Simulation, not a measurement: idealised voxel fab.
The following process module bears the name voxel wiring stack.
Xsec cut, 270 nm wide, square cell size 5 nm.
Notation: cross-section as square-cell grid; stated in bands, top first, going down; one or more cell rows per band.
Top height, bottom height, nm. Materials left to right, width each, nm. Single material + "edge to edge" = fills band edge to edge. "empty" = empty.
For the purposes of this specification, 0 denotes the height below which the wafer in its as-received condition is composed wholly of one material, and the lowermost band, lacking a lower limit, extends downward without end, as expressed in "from 0 down".
The expression "30->40" gives the width at the extremes of the band, the first number at its top row of cells and the second at its bottom row, with the width changing by equal amounts from each row to the next in between.
You'll sometimes find "no change occurred" written for a step, and that's the way of saying that nowhere in the cross-section did a cell change during that step.
Entry "Cavities, sealed" = empty spaces >= 8 cells with no open way to the top; each as width x height at distance, distance from left edge, all nm.
after a step's settings: what the simulator itself notes on the step
overlay nm: mask right of planned place by this much (step with mask). Neg. = left.

# Here's what the planned process steps look like
1 RECEIVE with material Si
2 CONFORMAL_DEP with material SiO2, thk nm 10
3 DIRECTIONAL_DEP with material TiN, thk nm 5
4 DIRECTIONAL_DEP with material W, thk nm 25
5 DIRECTIONAL_DEP with material aC, thk nm 15
6 PATTERN with tone cover, mask id METAL_1, material resist, width nm 25, pitch nm 45, thk nm 30, overlay nm 0
7 DIRECTIONAL_ETCH with etch materials aC, depth nm 15
8 STRIP with etch materials resist
9 DIRECTIONAL_ETCH with etch materials W, depth nm 25
10 DIRECTIONAL_ETCH with etch materials TiN, depth nm 5
11 STRIP with etch materials aC
12 FILL_DEP with material lowk, thk nm 10
13 CMP with height nm 40
14 CONFORMAL_DEP with material SiCN, thk nm 5
15 DIRECTIONAL_DEP with material SiO2, thk nm 10
16 DIRECTIONAL_DEP with material aC, thk nm 10
17 PATTERN with tone open, mask id PLUG_1, material resist, width nm 15, thk nm 25, overlay nm 0
18 DIRECTIONAL_ETCH with etch materials aC, depth nm 10
19 STRIP with etch materials resist
20 DIRECTIONAL_ETCH with etch materials SiO2, depth nm 10
21 DIRECTIONAL_ETCH with etch materials SiCN, depth nm 5
22 STRIP with etch materials aC
23 EPI with material Ru, thk nm 10
24 EPI with material Ru, thk nm 5
25 CONFORMAL_DEP with material SiN, thk nm 5
26 DIRECTIONAL_DEP with material lowk, thk nm 25
27 DIRECTIONAL_DEP with material aC, thk nm 15
28 PATTERN with tone open, mask id METAL_2, material resist, width nm 25, pitch nm 45, thk nm 30, overlay nm 0
29 DIRECTIONAL_ETCH with etch materials aC, depth nm 15
30 STRIP with etch materials resist
31 DIRECTIONAL_ETCH with etch materials lowk, depth nm 25
32 DIRECTIONAL_ETCH with etch materials SiN, depth nm 5
33 STRIP with etch materials aC
34 CONFORMAL_DEP with material TiN, thk nm 5
35 FILL_DEP with material Ru, thk nm 5
36 CMP with height nm 85
37 CONFORMAL_DEP with material SiN, thk nm 5

# The first wafer of two, processed as planned

# Cross-section of the wafer at receipt, which is the condition after step 1
	from 0 down: Si edge to edge
	Cavities, sealed: none

# How the wafer stands in section after step 2
	from 10 to 0: SiO2 edge to edge
	Below 0, the layers are the same as they were.

# How the wafer stands in section after step 3
	from 15 to 10: TiN edge to edge
	Below 10, the layers are the same as they were.

# How the wafer stands in section after step 4
	from 40 to 15: W edge to edge
	Below 15, the layers are the same as they were.

# How the wafer stands in section after step 5
	from 55 to 40: aC edge to edge
	Below 40, the layers are the same as they were.

# How the wafer stands in section after step 6
	from 85 to 55: 100 empty / 25 resist / 20 empty / 25 resist / 100 empty
	Below 55, the layers are the same as they were.

# How the wafer stands in section after step 7
	from 70 to 55: 100 empty / 25 resist / 20 empty / 25 resist / 100 empty
	from 55 to 40: 100 empty / 25 aC / 20 empty / 25 aC / 100 empty
	Below 40, the layers are the same as they were.

# How the wafer stands in section after step 8
	from 55 to 40: 100 empty / 25 aC / 20 empty / 25 aC / 100 empty
	Below 40, the layers are the same as they were.

# How the wafer stands in section after step 9
	from 55 to 40: 100 empty / 25 aC / 20 empty / 25 aC / 100 empty
	from 40 to 15: 100 empty / 25 W / 20 empty / 25 W / 100 empty
	Below 15, the layers are the same as they were.

# How the wafer stands in section after step 10
	from 55 to 40: 100 empty / 25 aC / 20 empty / 25 aC / 100 empty
	from 40 to 15: 100 empty / 25 W / 20 empty / 25 W / 100 empty
	from 15 to 10: 100 empty / 25 TiN / 20 empty / 25 TiN / 100 empty
	Below 10, the layers are the same as they were.

# How the wafer stands in section after step 11
	from 40 to 15: 100 empty / 25 W / 20 empty / 25 W / 100 empty
	Below 15, the layers are the same as they were.

# How the wafer stands in section after step 12
	from 50 to 40: lowk edge to edge
	from 40 to 15: 100 lowk / 25 W / 20 lowk / 25 W / 100 lowk
	from 15 to 10: 100 lowk / 25 TiN / 20 lowk / 25 TiN / 100 lowk
	Below 10, the layers are the same as they were.

# How the wafer stands in section after step 13
	from 40 to 15: 100 lowk / 25 W / 20 lowk / 25 W / 100 lowk
	Below 15, the layers are the same as they were.

# How the wafer stands in section after step 14
	from 45 to 40: SiCN edge to edge
	Below 40, the layers are the same as they were.

# How the wafer stands in section after step 15
	from 55 to 45: SiO2 edge to edge
	Below 45, the layers are the same as they were.

# How the wafer stands in section after step 16
	from 65 to 55: aC edge to edge
	Below 55, the layers are the same as they were.

# How the wafer stands in section after step 17
	from 90 to 65: 100 resist / 15 empty / 155 resist
	Below 65, the layers are the same as they were.

# How the wafer stands in section after step 18
	from 80 to 65: 100 resist / 15 empty / 155 resist
	from 65 to 55: 100 aC / 15 empty / 155 aC
	Below 55, the layers are the same as they were.

# How the wafer stands in section after step 19
	from 65 to 55: 100 aC / 15 empty / 155 aC
	Below 55, the layers are the same as they were.

# How the wafer stands in section after step 20
	from 65 to 55: 100 aC / 15 empty / 155 aC
	from 55 to 45: 100 SiO2 / 15 empty / 155 SiO2
	Below 45, the layers are the same as they were.

# How the wafer stands in section after step 21
	from 65 to 55: 100 aC / 15 empty / 155 aC
	from 55 to 45: 100 SiO2 / 15 empty / 155 SiO2
	from 45 to 40: 100 SiCN / 15 empty / 155 SiCN
	Below 40, the layers are the same as they were.

# How the wafer stands in section after step 22
	from 55 to 45: 100 SiO2 / 15 empty / 155 SiO2
	Below 45, the layers are the same as they were.

# How the wafer stands in section after step 23
	from 55 to 50: 100 SiO2 / 15 empty / 155 SiO2
	from 50 to 45: 100 SiO2 / 15 Ru / 155 SiO2
	from 45 to 40: 100 SiCN / 15 Ru / 155 SiCN
	Below 40, the layers are the same as they were.

# How the wafer stands in section after step 24
	from 55 to 45: 100 SiO2 / 15 Ru / 155 SiO2
	Below 45, the layers are the same as they were.

# How the wafer stands in section after step 25
	from 60 to 55: SiN edge to edge
	Below 55, the layers are the same as they were.

# How the wafer stands in section after step 26
	from 85 to 60: lowk edge to edge
	Below 60, the layers are the same as they were.

# How the wafer stands in section after step 27
	from 100 to 85: aC edge to edge
	Below 85, the layers are the same as they were.

# How the wafer stands in section after step 28
	from 130 to 100: 100 resist / 25 empty / 20 resist / 25 empty / 100 resist
	Below 100, the layers are the same as they were.

# How the wafer stands in section after step 29
	from 115 to 100: 100 resist / 25 empty / 20 resist / 25 empty / 100 resist
	from 100 to 85: 100 aC / 25 empty / 20 aC / 25 empty / 100 aC
	Below 85, the layers are the same as they were.

# How the wafer stands in section after step 30
	from 100 to 85: 100 aC / 25 empty / 20 aC / 25 empty / 100 aC
	Below 85, the layers are the same as they were.

# How the wafer stands in section after step 31
	from 100 to 85: 100 aC / 25 empty / 20 aC / 25 empty / 100 aC
	from 85 to 60: 100 lowk / 25 empty / 20 lowk / 25 empty / 100 lowk
	Below 60, the layers are the same as they were.

# How the wafer stands in section after step 32
	from 100 to 85: 100 aC / 25 empty / 20 aC / 25 empty / 100 aC
	from 85 to 60: 100 lowk / 25 empty / 20 lowk / 25 empty / 100 lowk
	from 60 to 55: 100 SiN / 25 empty / 20 SiN / 25 empty / 100 SiN
	Below 55, the layers are the same as they were.

# How the wafer stands in section after step 33
	from 85 to 60: 100 lowk / 25 empty / 20 lowk / 25 empty / 100 lowk
	Below 60, the layers are the same as they were.

# How the wafer stands in section after step 34
	from 90 to 85: 105 TiN / 15 empty / 30 TiN / 15 empty / 105 TiN
	from 85 to 60: 100 lowk / 5 TiN / 15 empty / 5 TiN / 20 lowk / 5 TiN / 15 empty / 5 TiN / 100 lowk
	from 60 to 55: 100 SiN / 25 TiN / 20 SiN / 25 TiN / 100 SiN
	Below 55, the layers are the same as they were.

# How the wafer stands in section after step 35
	from 95 to 90: Ru edge to edge
	from 90 to 85: 105 TiN / 15 Ru / 30 TiN / 15 Ru / 105 TiN
	from 85 to 60: 100 lowk / 5 TiN / 15 Ru / 5 TiN / 20 lowk / 5 TiN / 15 Ru / 5 TiN / 100 lowk
	Below 60, the layers are the same as they were.

# How the wafer stands in section after step 36
	from 85 to 60: 100 lowk / 5 TiN / 15 Ru / 5 TiN / 20 lowk / 5 TiN / 15 Ru / 5 TiN / 100 lowk
	Below 60, the layers are the same as they were.

# How the wafer stands in section after step 37
	from 90 to 85: SiN edge to edge
	Below 85, the layers are the same as they were.

# Wafer two of the pair: same origin, same plan, one error during the run; identical to wafer one up to and including step 2

# Cross-section of the second wafer at the time step 3 of the plan should have ended
	from 35 to 10: W edge to edge
	Below 10, the layers are the same as they were.

# Cross-section of the second wafer at the time step 4 of the plan should have ended
	from 40 to 35: TiN edge to edge
	Below 35, the layers are the same as they were.

# Cross-section of the second wafer at the time step 5 of the plan should have ended
	from 55 to 40: aC edge to edge
	Below 40, the layers are the same as they were.

# Cross-section of the second wafer at the time step 6 of the plan should have ended
	from 85 to 55: 100 empty / 25 resist / 20 empty / 25 resist / 100 empty
	Below 55, the layers are the same as they were.

# Cross-section of the second wafer at the time step 7 of the plan should have ended
	from 70 to 55: 100 empty / 25 resist / 20 empty / 25 resist / 100 empty
	from 55 to 40: 100 empty / 25 aC / 20 empty / 25 aC / 100 empty
	Below 40, the layers are the same as they were.

# Cross-section of the second wafer at the time step 8 of the plan should have ended
	from 55 to 40: 100 empty / 25 aC / 20 empty / 25 aC / 100 empty
	Below 40, the layers are the same as they were.

Cross-section of the second wafer at the time step 9 of the plan should have ended: no change occurred

# Cross-section of the second wafer at the time step 10 of the plan should have ended
	from 55 to 40: 100 empty / 25 aC / 20 empty / 25 aC / 100 empty
	from 40 to 35: 100 empty / 25 TiN / 20 empty / 25 TiN / 100 empty
	Below 35, the layers are the same as they were.

# Cross-section of the second wafer at the time step 11 of the plan should have ended
	from 40 to 35: 100 empty / 25 TiN / 20 empty / 25 TiN / 100 empty
	Below 35, the layers are the same as they were.

# Cross-section of the second wafer at the time step 12 of the plan should have ended
	from 50 to 40: lowk edge to edge
	from 40 to 35: 100 lowk / 25 TiN / 20 lowk / 25 TiN / 100 lowk
	Below 35, the layers are the same as they were.

# Cross-section of the second wafer at the time step 13 of the plan should have ended
	from 40 to 35: 100 lowk / 25 TiN / 20 lowk / 25 TiN / 100 lowk
	Below 35, the layers are the same as they were.

# Cross-section of the second wafer at the time step 14 of the plan should have ended
	from 45 to 40: SiCN edge to edge
	Below 40, the layers are the same as they were.

# Cross-section of the second wafer at the time step 15 of the plan should have ended
	from 55 to 45: SiO2 edge to edge
	Below 45, the layers are the same as they were.

# Cross-section of the second wafer at the time step 16 of the plan should have ended
	from 65 to 55: aC edge to edge
	Below 55, the layers are the same as they were.

# Cross-section of the second wafer at the time step 17 of the plan should have ended
	from 90 to 65: 100 resist / 15 empty / 155 resist
	Below 65, the layers are the same as they were.

# Cross-section of the second wafer at the time step 18 of the plan should have ended
	from 80 to 65: 100 resist / 15 empty / 155 resist
	from 65 to 55: 100 aC / 15 empty / 155 aC
	Below 55, the layers are the same as they were.

# Cross-section of the second wafer at the time step 19 of the plan should have ended
	from 65 to 55: 100 aC / 15 empty / 155 aC
	Below 55, the layers are the same as they were.

# Cross-section of the second wafer at the time step 20 of the plan should have ended
	from 65 to 55: 100 aC / 15 empty / 155 aC
	from 55 to 45: 100 SiO2 / 15 empty / 155 SiO2
	Below 45, the layers are the same as they were.

# Cross-section of the second wafer at the time step 21 of the plan should have ended
	from 65 to 55: 100 aC / 15 empty / 155 aC
	from 55 to 45: 100 SiO2 / 15 empty / 155 SiO2
	from 45 to 40: 100 SiCN / 15 empty / 155 SiCN
	Below 40, the layers are the same as they were.

# Cross-section of the second wafer at the time step 22 of the plan should have ended
	from 55 to 45: 100 SiO2 / 15 empty / 155 SiO2
	Below 45, the layers are the same as they were.

# Cross-section of the second wafer at the time step 23 of the plan should have ended
	from 55 to 50: 100 SiO2 / 15 empty / 155 SiO2
	from 50 to 45: 100 SiO2 / 15 Ru / 155 SiO2
	from 45 to 40: 100 SiCN / 15 Ru / 155 SiCN
	Below 40, the layers are the same as they were.

# Cross-section of the second wafer at the time step 24 of the plan should have ended
	from 55 to 45: 100 SiO2 / 15 Ru / 155 SiO2
	Below 45, the layers are the same as they were.

# Cross-section of the second wafer at the time step 25 of the plan should have ended
	from 60 to 55: SiN edge to edge
	Below 55, the layers are the same as they were.

# Cross-section of the second wafer at the time step 26 of the plan should have ended
	from 85 to 60: lowk edge to edge
	Below 60, the layers are the same as they were.

# Cross-section of the second wafer at the time step 27 of the plan should have ended
	from 100 to 85: aC edge to edge
	Below 85, the layers are the same as they were.

# Cross-section of the second wafer at the time step 28 of the plan should have ended
	from 130 to 100: 100 resist / 25 empty / 20 resist / 25 empty / 100 resist
	Below 100, the layers are the same as they were.

# Cross-section of the second wafer at the time step 29 of the plan should have ended
	from 115 to 100: 100 resist / 25 empty / 20 resist / 25 empty / 100 resist
	from 100 to 85: 100 aC / 25 empty / 20 aC / 25 empty / 100 aC
	Below 85, the layers are the same as they were.

# Cross-section of the second wafer at the time step 30 of the plan should have ended
	from 100 to 85: 100 aC / 25 empty / 20 aC / 25 empty / 100 aC
	Below 85, the layers are the same as they were.

# Cross-section of the second wafer at the time step 31 of the plan should have ended
	from 100 to 85: 100 aC / 25 empty / 20 aC / 25 empty / 100 aC
	from 85 to 60: 100 lowk / 25 empty / 20 lowk / 25 empty / 100 lowk
	Below 60, the layers are the same as they were.

# Cross-section of the second wafer at the time step 32 of the plan should have ended
	from 100 to 85: 100 aC / 25 empty / 20 aC / 25 empty / 100 aC
	from 85 to 60: 100 lowk / 25 empty / 20 lowk / 25 empty / 100 lowk
	from 60 to 55: 100 SiN / 25 empty / 20 SiN / 25 empty / 100 SiN
	Below 55, the layers are the same as they were.

# Cross-section of the second wafer at the time step 33 of the plan should have ended
	from 85 to 60: 100 lowk / 25 empty / 20 lowk / 25 empty / 100 lowk
	Below 60, the layers are the same as they were.

# Cross-section of the second wafer at the time step 34 of the plan should have ended
	from 90 to 85: 105 TiN / 15 empty / 30 TiN / 15 empty / 105 TiN
	from 85 to 60: 100 lowk / 5 TiN / 15 empty / 5 TiN / 20 lowk / 5 TiN / 15 empty / 5 TiN / 100 lowk
	from 60 to 55: 100 SiN / 25 TiN / 20 SiN / 25 TiN / 100 SiN
	Below 55, the layers are the same as they were.

# Cross-section of the second wafer at the time step 35 of the plan should have ended
	from 95 to 90: Ru edge to edge
	from 90 to 85: 105 TiN / 15 Ru / 30 TiN / 15 Ru / 105 TiN
	from 85 to 60: 100 lowk / 5 TiN / 15 Ru / 5 TiN / 20 lowk / 5 TiN / 15 Ru / 5 TiN / 100 lowk
	Below 60, the layers are the same as they were.

# Cross-section of the second wafer at the time step 36 of the plan should have ended
	from 85 to 60: 100 lowk / 5 TiN / 15 Ru / 5 TiN / 20 lowk / 5 TiN / 15 Ru / 5 TiN / 100 lowk
	Below 60, the layers are the same as they were.

# Cross-section of the second wafer at the time step 37 of the plan should have ended
	from 90 to 85: SiN edge to edge
	Below 85, the layers are the same as they were.
The mistake made against the process plan was this: steps 3 and 4: order swapped relative to plan
It is noted that, at the conclusion of processing, the second wafer exhibits a higher or lower cell count for certain materials relative to the first: +220 W | -220 lowk
